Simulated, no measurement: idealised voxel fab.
The document below concerns the process module designated voxel ribs on slabs.
FYI the section here is cut, 280 nm wide, cells are 5 nm squares.
Format of a cross-section: grid, square cells. Given as bands. Order: top down. Band: one or more rows of cells. Within each band entry, the heights of the top and of the bottom of the band appear first, in that order and in nm; the materials of the band then follow from left to right, each with its corresponding width in nm. The designation "everywhere" on a single material indicates that it fills the band from edge to edge; the designation "empty" indicates empty space. It should be noted that heights are counted from 0, beneath which the wafer as supplied is of one material throughout, and that the lowest band possesses no lower boundary but continues downward, as written in "0 down". Width "30..40": first value at the band's top row of cells, second value at its bottom row, equal change from row to row. The designation "remains unaltered", where it is given for a processing step, indicates that no cell of the cross-section was altered in the course of that step. "Trapped voids" - sealed voids, min. 8 cells, no opening to top; format: width x height at distance (distance from left edge; nm throughout). after a step's settings: what the simulator itself notes on the step. overlay nm: for a step with a mask, the amount by which the mask lay right of where it was planned; a negative amount means left of it.

[Steps in the process plan]
1) RECEIVE | material Si
2) DIRECTIONAL_DEP | material SiO2 | thk nm 25
3) DIRECTIONAL_DEP | material SiN | thk nm 25
4) MASKED_ETCH | tone cover | mask id RIB | width nm 15 | etch materials SiN | depth nm 15 | overlay nm 0
5) PATTERN | tone cover | mask id SLAB | material resist | width nm 55 | thk nm 20 | overlay nm 0
6) DIRECTIONAL_ETCH | etch materials SiN | depth nm 10
7) STRIP | etch materials resist
8) FILL_DEP | material SiO2 | thk nm 20
9) CMP | height nm 65
10) DIRECTIONAL_DEP | material TiN | thk nm 10
11) DIRECTIONAL_DEP | material aC | thk nm 15
12) PATTERN | tone cover | mask id HEATER | material resist | width nm 25 | thk nm 35 | overlay nm 0
13) DIRECTIONAL_ETCH | etch materials aC | depth nm 15
14) STRIP | etch materials resist
15) DIRECTIONAL_ETCH | etch materials TiN | depth nm 10
16) STRIP | etch materials aC
17) CONFORMAL_DEP | material SiN | thk nm 10

[First of two wafers - as planned]

[Wafer as received: cross-section following step 1]
- 0 down  Si everywhere
- Trapped voids: none

[Wafer after step 2 (cross-section)]
- 25 to 0  SiO2 everywhere
- Under 0: no change, same as before.

[Wafer after step 3 (cross-section)]
- 50 to 25  SiN everywhere
- Under 25: no change, same as before.

[Wafer after step 4 (cross-section)]
- 50 to 35  130 empty  15 SiN  135 empty
- Under 35: no change, same as before.

[Wafer after step 5 (cross-section)]
- 70 to 50  110 empty  55 resist  115 empty
- 50 to 35  110 empty  20 resist  15 SiN  20 resist  115 empty
- Under 35: no change, same as before.

[Wafer after step 6 (cross-section)]
- 70 to 50  110 empty  55 resist  115 empty
- 50 to 35  110 empty  20 resist  15 SiN  20 resist  115 empty
- 35 to 25  110 empty  55 SiN  115 empty
- Under 25: no change, same as before.

[Wafer after step 7 (cross-section)]
- 50 to 35  130 empty  15 SiN  135 empty
- Under 35: no change, same as before.

[Wafer after step 8 (cross-section)]
- 70 to 50  SiO2 everywhere
- 50 to 35  130 SiO2  15 SiN  135 SiO2
- 35 to 25  110 SiO2  55 SiN  115 SiO2
- Under 25: no change, same as before.

[Wafer after step 9 (cross-section)]
- 65 to 50  SiO2 everywhere
- Under 50: no change, same as before.

[Wafer after step 10 (cross-section)]
- 75 to 65  TiN everywhere
- Under 65: no change, same as before.

[Wafer after step 11 (cross-section)]
- 90 to 75  aC everywhere
- Under 75: no change, same as before.

[Wafer after step 12 (cross-section)]
- 125 to 90  125 empty  25 resist  130 empty
- Under 90: no change, same as before.

[Wafer after step 13 (cross-section)]
- 110 to 90  125 empty  25 resist  130 empty
- 90 to 75  125 empty  25 aC  130 empty
- Under 75: no change, same as before.

[Wafer after step 14 (cross-section)]
- 90 to 75  125 empty  25 aC  130 empty
- Under 75: no change, same as before.

[Wafer after step 15 (cross-section)]
- 90 to 75  125 empty  25 aC  130 empty
- 75 to 65  125 empty  25 TiN  130 empty
- Under 65: no change, same as before.

[Wafer after step 16 (cross-section)]
- 75 to 65  125 empty  25 TiN  130 empty
- Under 65: no change, same as before.

[Wafer after step 17 (cross-section)]
- 85 to 75  115 empty  45 SiN  120 empty
- 75 to 65  125 SiN  25 TiN  130 SiN
- Under 65: no change, same as before.

[Second Wafer (Identical Start and Plan, One Processing Error; Matches First Wafer Through Step 16)]

Second wafer, cut view, end of step 17 per plan: remains unaltered
Deviation noted in wafer processing: yeah, step 17 of the plan got skipped, never ran
At the finish, the second wafer shows more or fewer cells for some materials than the first does: SiN: 120 fewer
